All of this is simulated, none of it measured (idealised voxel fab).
process module | voxel capacitor over wiring
cross-section cut | 225 nm wide | cells 5 nm
A cross-section is a grid of square cells, given in bands from the top down. A band is one or more rows of cells.
Each band's line starts with the height of the band's top and of its bottom, in nm. Then come its materials from left to right, each with its width in nm. One material with "throughout" fills the band from edge to edge. "air" is empty space.
Height 0 is the level under which the wafer as received is all one material. The lowest band goes on downwards, as in "0 down".
A width such as "30 to 40" changes by the same amount from each row of cells to the next, from the band's top row to its bottom row.
"no change" after a step means that no cell of the cross-section changed.
closed voids: empty space of 8 cells or more with no open way to the top, each as width x height at its distance from the left edge, in nm
after a step's settings: what the simulator itself notes on the step
overlay nm, on a step with a mask: how far to the right of its planned place the mask lay; to the left if negative
plan
1 op RECEIVE | material Si
2 op CONFORMAL_DEP | material SiO2 | thk nm 15
3 op CONFORMAL_DEP | material SiCN | thk nm 5
4 op DIRECTIONAL_DEP | material SiO2 | thk nm 20
5 op MASKED_ETCH | tone open | mask id METAL_1 | width nm 30 | pitch nm 90 | etch materials SiO2 | depth nm 20 | overlay nm 0
6 op MASKED_ETCH | tone open | mask id METAL_1 | width nm 30 | pitch nm 90 | etch materials SiCN | depth nm 5 | overlay nm 0
7 op CONFORMAL_DEP | material TiN | thk nm 5
8 op FILL_DEP | material Cu | thk nm 10
9 op CMP | height nm 40
10 op CONFORMAL_DEP | material SiCN | thk nm 5
11 op DIRECTIONAL_DEP | material lowk | thk nm 15
12 op DIRECTIONAL_DEP | material aC | thk nm 10
13 op PATTERN | tone open | mask id PLUG_1 | material resist | width nm 15 | thk nm 30 | overlay nm 0
14 op DIRECTIONAL_ETCH | etch materials aC | depth nm 10
15 op STRIP | etch materials resist
16 op DIRECTIONAL_ETCH | etch materials lowk | depth nm 15
17 op DIRECTIONAL_ETCH | etch materials SiCN | depth nm 5
18 op STRIP | etch materials aC
19 op CONFORMAL_DEP | material TiN | thk nm 5
20 op FILL_DEP | material Ru | thk nm 5
21 op CMP | height nm 60
22 op DIRECTIONAL_DEP | material TiN | thk nm 5
23 op DIRECTIONAL_DEP | material SiN | thk nm 5
24 op DIRECTIONAL_DEP | material TiN | thk nm 5
25 op DIRECTIONAL_DEP | material aC | thk nm 10
26 op PATTERN | tone cover | mask id UPPER_PLATE | material resist | width nm 65 | thk nm 25 | overlay nm 0
27 op DIRECTIONAL_ETCH | etch materials aC | depth nm 10
28 op STRIP | etch materials resist
29 op DIRECTIONAL_ETCH | etch materials TiN | depth nm 5
30 op DIRECTIONAL_ETCH | etch materials SiN | depth nm 5
31 op STRIP | etch materials aC
32 op MASKED_ETCH | tone cover | mask id LOWER_PLATE | width nm 75 | etch materials TiN | depth nm 5 | overlay nm 0
33 op FILL_DEP | material SiO2 | thk nm 20
34 op CMP | height nm 90
35 op PATTERN | tone open | mask id PLUG_2 | material resist | width nm 15 | thk nm 20 | overlay nm 0
36 op DIRECTIONAL_ETCH | etch materials SiO2 | depth nm 15
37 op STRIP | etch materials resist
38 op CONFORMAL_DEP | material TiN | thk nm 5
39 op FILL_DEP | material Ru | thk nm 5
40 op CMP | height nm 90
41 op CONFORMAL_DEP | material SiCN | thk nm 5
varied across the wafers: width nm of step 35. The plan shows the first wafer's value. All wafers start alike
first wafer as received, after step 1
  0 down: Si throughout
  closed voids: none
each wafer at the end: cells of each material gained (+) or lost (-) since it was received, then its closed voids
width nm 15 | +32 Cu | +5 Ru | +120 SiCN | +13 SiN | +487 SiO2 | +72 TiN | +126 lowk | closed voids: none
width nm 20 | +32 Cu | +7 Ru | +120 SiCN | +13 SiN | +484 SiO2 | +73 TiN | +126 lowk | closed voids: none
width nm 25 | +32 Cu | +9 Ru | +120 SiCN | +13 SiN | +481 SiO2 | +74 TiN | +126 lowk | closed voids: none
width nm 30 | +32 Cu | +11 Ru | +120 SiCN | +13 SiN | +478 SiO2 | +75 TiN | +126 lowk | closed voids: none
